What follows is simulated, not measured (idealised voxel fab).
Process module in this document: voxel transistor to metal
Xsec cut, 150 nm wide, square cell size 5 nm.
We lay out every cross-section as a grid of square cells and spell it out in bands from the top down, where one band means one or more rows of cells.
Per band: top height and bottom height in nm, followed by the left-to-right materials and their widths in nm; "full width" marks a single material spanning edge to edge, "air" marks empty space.
Height datum 0, below which the as-received substrate wafer is one material. Lowest band open at the bottom, running downward: "z 0 and below".
Width "30..40": first value at the band's top row of cells, second value at its bottom row, equal change from row to row.
Any step labelled "no modification" changed none of the cells in the cross-section.
"Enclosed empty spaces": empty spaces of 8 cells or more with no open way to the top, each given as width x height at distance, distance from the left edge, all in nm.
Heads up: the bit after the settings on a step's line is the simulator's remark on that step.
The "overlay nm" setting may appear on a step's line; for a step that uses a mask, it gives how far to the right of its planned position the mask lay, and a negative value indicates the left.
-- Process steps foreseen in the plan
1 RECEIVE [material Si]
2 CONFORMAL_DEP [material SiO2] [thk nm 5]
3 CONFORMAL_DEP [material SiN] [thk nm 10]
4 PATTERN [tone cover] [mask id ACTIVE] [material resist] [width nm 95] [thk nm 15] [overlay nm 0]
5 DIRECTIONAL_ETCH [etch materials SiN] [depth nm 10]
6 DIRECTIONAL_ETCH [etch materials SiO2] [depth nm 5]
7 DIRECTIONAL_ETCH [etch materials Si] [depth nm 25]
8 STRIP [etch materials resist]
9 OXIDIZE [depth nm 5]
10 FILL_DEP [material SiO2] [thk nm 10]
11 CMP [height nm 15]
12 SELECTIVE_ETCH [etch materials SiO2] [depth nm 5]
13 STRIP [etch materials SiN]
14 SELECTIVE_ETCH [etch materials SiO2] [depth nm 5]
15 OXIDIZE [depth nm 5]
16 DIRECTIONAL_DEP [material polySi] [thk nm 30]
17 DIRECTIONAL_DEP [material SiCN] [thk nm 10]
18 MASKED_ETCH [tone cover] [mask id GATE] [width nm 15] [etch materials SiCN] [depth nm 20] [overlay nm 0]
19 MASKED_ETCH [tone cover] [mask id GATE] [width nm 15] [etch materials polySi] [depth nm 40] [overlay nm 0]
20 CONFORMAL_DEP [material SiN] [thk nm 10]
21 DIRECTIONAL_ETCH [etch materials SiN] [depth nm 10]
22 DIRECTIONAL_ETCH [etch materials SiO2] [depth nm 5]
23 DIRECTIONAL_ETCH [etch materials Si] [depth nm 10]
24 EPI [material pSi] [thk nm 10]
25 FILL_DEP [material SiO2] [thk nm 5]
26 CMP [height nm 40]
27 DIRECTIONAL_DEP [material SiO2] [thk nm 15]
28 MASKED_ETCH [tone open] [mask id CONTACT] [width nm 20] [pitch nm 65] [etch materials SiO2] [depth nm 60] [overlay nm -15]
29 CONFORMAL_DEP [material TiN] [thk nm 5]
30 FILL_DEP [material Ru] [thk nm 5]
31 CMP [height nm 55]
32 CONFORMAL_DEP [material SiCN] [thk nm 5]
33 DIRECTIONAL_DEP [material SiO2] [thk nm 20]
34 PATTERN [tone open] [mask id METAL_1] [material resist] [width nm 20] [pitch nm 65] [thk nm 15] [overlay nm 0]
35 DIRECTIONAL_ETCH [etch materials SiO2] [depth nm 20]
36 DIRECTIONAL_ETCH [etch materials SiCN] [depth nm 5]
37 STRIP [etch materials resist]
38 CONFORMAL_DEP [material TiN] [thk nm 5]
39 FILL_DEP [material Cu] [thk nm 5]
40 CMP [height nm 80]
41 CONFORMAL_DEP [material SiN] [thk nm 5]
Variable across wafers: step 28 overlay nm (plan value is that of the first wafer; starting state common to all).
-- Incoming state of the first of several wafers in cross-section: after step 1
* z 0 and below = Si full width
* Enclosed empty spaces: none
-- Basically each wafer gets a line in the table, showing it at the end of the module: material by material, the cells it gained (+) or lost (-) since we got it, then its closed voids
overlay nm -15 | +16 Cu | +22 Ru | -115 Si | +28 SiCN | +66 SiN | +375 SiO2 | +72 TiN | +28 pSi | +18 polySi | Enclosed empty spaces: none
overlay nm -10 | +16 Cu | +29 Ru | -115 Si | +28 SiCN | +66 SiN | +366 SiO2 | +74 TiN | +28 pSi | +18 polySi | Enclosed empty spaces: none
overlay nm -5 | +16 Cu | +38 Ru | -115 Si | +28 SiCN | +66 SiN | +355 SiO2 | +76 TiN | +28 pSi | +18 polySi | Enclosed empty spaces: none
overlay nm 0 | +16 Cu | +40 Ru | -115 Si | +28 SiCN | +66 SiN | +353 SiO2 | +76 TiN | +28 pSi | +18 polySi | Enclosed empty spaces: none
overlay nm 5 | +16 Cu | +38 Ru | -115 Si | +28 SiCN | +66 SiN | +355 SiO2 | +76 TiN | +28 pSi | +18 polySi | Enclosed empty spaces: none
overlay nm 10 | +16 Cu | +29 Ru | -115 Si | +28 SiCN | +66 SiN | +366 SiO2 | +74 TiN | +28 pSi | +18 polySi | Enclosed empty spaces: none
overlay nm 15 | +16 Cu | +22 Ru | -115 Si | +28 SiCN | +66 SiN | +375 SiO2 | +72 TiN | +28 pSi | +18 polySi | Enclosed empty spaces: none
